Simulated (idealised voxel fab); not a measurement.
Process module in this document: voxel ribs on slabs
It is cross-section cut that appears here, measuring 220 nm in width, its square cells being 5 nm in size.
Each cross-section below is a grid of square cells, stated as bands in top-down order, with one or more rows of cells making up each band. The band entry comprises the height of the band's top followed by the height of its bottom, expressed in nm, and subsequently the band's materials from left to right, each stated together with its width in nm. Where a single material is marked with the word "full width", that material fills the band from edge to edge. The word "air" represents empty space. Below 0: as-received wafer, all one material; heights counted from there. Lowest band: no bottom, goes on down, written "0..down". A width given as "30..40" starts at the first number in the band's top row and ends at the second number in its bottom row, shifting by an equal amount at every step from row to row. Key: "left unchanged" - step with no changed cell in the cross-section. The entry "Closed void list" lists the empty spaces that cover at least 8 cells and have no open path to the top. Each is written as width x height at distance, where the distance is measured from the left edge and all three values are in nm. Note: text after step settings on the step line = simulator remark on that step. The setting "overlay nm" may be written on the line of a step. When the step uses a mask, the value reports how far to the right of the planned place the mask lay, and a negative value reports that it lay to the left.

Process steps - plan:
1,RECEIVE: material Si
2,DIRECTIONAL_DEP: material SiO2, thk nm 20
3,DIRECTIONAL_DEP: material polySi, thk nm 20
4,PATTERN: tone cover, mask id RIB, material resist, width nm 20, thk nm 20, overlay nm 0
5,DIRECTIONAL_ETCH: etch materials polySi, depth nm 5
6,STRIP: etch materials resist
7,DIRECTIONAL_DEP: material aC, thk nm 10
8,PATTERN: tone cover, mask id SLAB, material resist, width nm 70, thk nm 30, overlay nm -15
9,DIRECTIONAL_ETCH: etch materials aC, depth nm 10
10,STRIP: etch materials resist
11,DIRECTIONAL_ETCH: etch materials polySi, depth nm 15
12,STRIP: etch materials aC
13,FILL_DEP: material SiO2, thk nm 20
14,CMP: height nm 55
15,DIRECTIONAL_DEP: material TiN, thk nm 10
16,PATTERN: tone cover, mask id HEATER, material resist, width nm 30, thk nm 15, overlay nm 0
17,DIRECTIONAL_ETCH: etch materials TiN, depth nm 10
18,STRIP: etch materials resist
19,CONFORMAL_DEP: material SiN, thk nm 5
Keep in mind the plan's value for the overlay nm of step 8 comes from the first wafer; the wafers don't share that setting, but they do share the same starting point.

After step 1, as received: first of several wafers, cross-section:
* 0..down = Si full width
* Closed void list: none

Here is the cross-section of the first of several wafers at the end of the module, after its last step, step 19:
* 70..65 = air (90), then SiN (40), then air (90)
* 65..60 = air (90), then SiN (5), then TiN (30), then SiN (5), then air (90)
* 60..55 = SiN (95), then TiN (30), then SiN (95)
* 55..40 = SiO2 full width
* 40..35 = SiO2 (100), then polySi (20), then SiO2 (100)
* 35..20 = SiO2 (60), then polySi (70), then SiO2 (90)
* 20..0 = SiO2 full width
* 0..down = Si full width
* Closed void list: none

End of module: cross-section, last of several wafers:
* 70..65 = air (90), then SiN (40), then air (90)
* 65..60 = air (90), then SiN (5), then TiN (30), then SiN (5), then air (90)
* 60..55 = SiN (95), then TiN (30), then SiN (95)
* 55..40 = SiO2 full width
* 40..35 = SiO2 (100), then polySi (20), then SiO2 (100)
* 35..20 = SiO2 (90), then polySi (70), then SiO2 (60)
* 20..0 = SiO2 full width
* 0..down = Si full width
* Closed void list: none

Note: the following table is arranged by wafer, a row apiece. Each row reports the end-of-module state: per material, cells gained (+) or cells lost (-) compared with the wafer as received; closed voids follow:
overlay nm -15, +48 SiN, +438 SiO2, +12 TiN, +46 polySi, Closed void list: none
overlay nm -10, +48 SiN, +438 SiO2, +12 TiN, +46 polySi, Closed void list: none
overlay nm -5, +48 SiN, +438 SiO2, +12 TiN, +46 polySi, Closed void list: none
overlay nm 0, +48 SiN, +438 SiO2, +12 TiN, +46 polySi, Closed void list: none
overlay nm 5, +48 SiN, +438 SiO2, +12 TiN, +46 polySi, Closed void list: none
overlay nm 10, +48 SiN, +438 SiO2, +12 TiN, +46 polySi, Closed void list: none
overlay nm 15, +48 SiN, +438 SiO2, +12 TiN, +46 polySi, Closed void list: none
